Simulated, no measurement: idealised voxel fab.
Name of the process module below: voxel tone inversion
For reference, the cross-section in this document is cut, with width 210 nm and square cells of 5 nm.
In this document a cross-section is written as a grid of square cells. It is given as a series of bands, listed from the top down, and a band is one or more rows of cells. Within each band entry, the heights of the top and of the bottom of the band appear first, in that order and in nm; the materials of the band then follow from left to right, each with its corresponding width in nm. The designation "throughout" on a single material indicates that it fills the band from edge to edge; the designation "blank" indicates empty space. Convention: height 0 is the level below which the wafer, as received, is all one material. The lowest band does not terminate at the bottom but continues downward, represented as "from 0 down". A width such as "30->40" changes by the same amount from each row of cells to the next, from the band's top row to its bottom row. Where a step carries "changes: none", the cross-section came out of it unchanged, cell for cell. Listed in "Fully sealed cavities": every empty space of 8 or more cells without an open way to the top. Form: width x height at distance, the distance being from the left edge, all in nm. That trailing text on a step's line, after the settings, is the simulator's own remark on the step. The line of a step may include "overlay nm". On a step with a mask, this value is how far to the right of its planned place the mask lay. A negative value means the mask lay to the left.

[plan]
1,RECEIVE with material Si
2,CONFORMAL_DEP with material SiN, thk nm 10
3,DIRECTIONAL_DEP with material polySi, thk nm 20
4,PATTERN with tone cover, mask id POSTS, material resist, width nm 15, pitch nm 35, thk nm 30, overlay nm 0
5,DIRECTIONAL_ETCH with etch materials polySi, depth nm 20
6,STRIP with etch materials resist
7,FILL_DEP with material SiO2, thk nm 5
8,CMP with height nm 30
9,STRIP with etch materials polySi

[First wafer of two (run as planned)]

[As-received wafer cross-section (after step 1)]
  from 0 down: Si throughout
  Fully sealed cavities: none

[The wafer, seen in cross-section, after step 2]
  from 10 to 0: SiN throughout
  Under 0: no change, same as before.

[The wafer, seen in cross-section, after step 3]
  from 30 to 10: polySi throughout
  Under 10: no change, same as before.

[The wafer, seen in cross-section, after step 4]
  from 60 to 30: 60 blank  15 resist  20 blank  15 resist  20 blank  15 resist  65 blank
  Under 30: no change, same as before.

[The wafer, seen in cross-section, after step 5]
  from 60 to 30: 60 blank  15 resist  20 blank  15 resist  20 blank  15 resist  65 blank
  from 30 to 10: 60 blank  15 polySi  20 blank  15 polySi  20 blank  15 polySi  65 blank
  Under 10: no change, same as before.

[The wafer, seen in cross-section, after step 6]
  from 30 to 10: 60 blank  15 polySi  20 blank  15 polySi  20 blank  15 polySi  65 blank
  Under 10: no change, same as before.

[The wafer, seen in cross-section, after step 7]
  from 35 to 30: SiO2 throughout
  from 30 to 10: 60 SiO2  15 polySi  20 SiO2  15 polySi  20 SiO2  15 polySi  65 SiO2
  Under 10: no change, same as before.

[The wafer, seen in cross-section, after step 8]
  from 30 to 10: 60 SiO2  15 polySi  20 SiO2  15 polySi  20 SiO2  15 polySi  65 SiO2
  Under 10: no change, same as before.

[The wafer, seen in cross-section, after step 9]
  from 30 to 10: 60 SiO2  15 blank  20 SiO2  15 blank  20 SiO2  15 blank  65 SiO2
  Under 10: no change, same as before.

[Wafer two. Identical start, identical plan. One mistake in execution. Identical history through step 3]

[Second wafer: cross-section at the scheduled end of step 4]
  from 60 to 30: 60 resist  15 blank  20 resist  15 blank  20 resist  15 blank  65 resist
  Under 30: no change, same as before.

[Second wafer: cross-section at the scheduled end of step 5]
  from 60 to 30: 60 resist  15 blank  20 resist  15 blank  20 resist  15 blank  65 resist
  from 30 to 10: 60 polySi  15 blank  20 polySi  15 blank  20 polySi  15 blank  65 polySi
  Under 10: no change, same as before.

[Second wafer: cross-section at the scheduled end of step 6]
  from 30 to 10: 60 polySi  15 blank  20 polySi  15 blank  20 polySi  15 blank  65 polySi
  Under 10: no change, same as before.

[Second wafer: cross-section at the scheduled end of step 7]
  from 35 to 30: SiO2 throughout
  from 30 to 10: 60 polySi  15 SiO2  20 polySi  15 SiO2  20 polySi  15 SiO2  65 polySi
  Under 10: no change, same as before.

[Second wafer: cross-section at the scheduled end of step 8]
  from 30 to 10: 60 polySi  15 SiO2  20 polySi  15 SiO2  20 polySi  15 SiO2  65 polySi
  Under 10: no change, same as before.

[Second wafer: cross-section at the scheduled end of step 9]
  from 30 to 10: 60 blank  15 SiO2  20 blank  15 SiO2  20 blank  15 SiO2  65 blank
  Under 10: no change, same as before.
Plan not followed: step 4 did not use the planned setting and instead ran as PATTERN with tone open, mask id POSTS, material resist, width nm 15, pitch nm 35, thk nm 30, overlay nm 0
The second wafer ends with more or fewer cells of some materials than the first, per final count: SiO2 -96
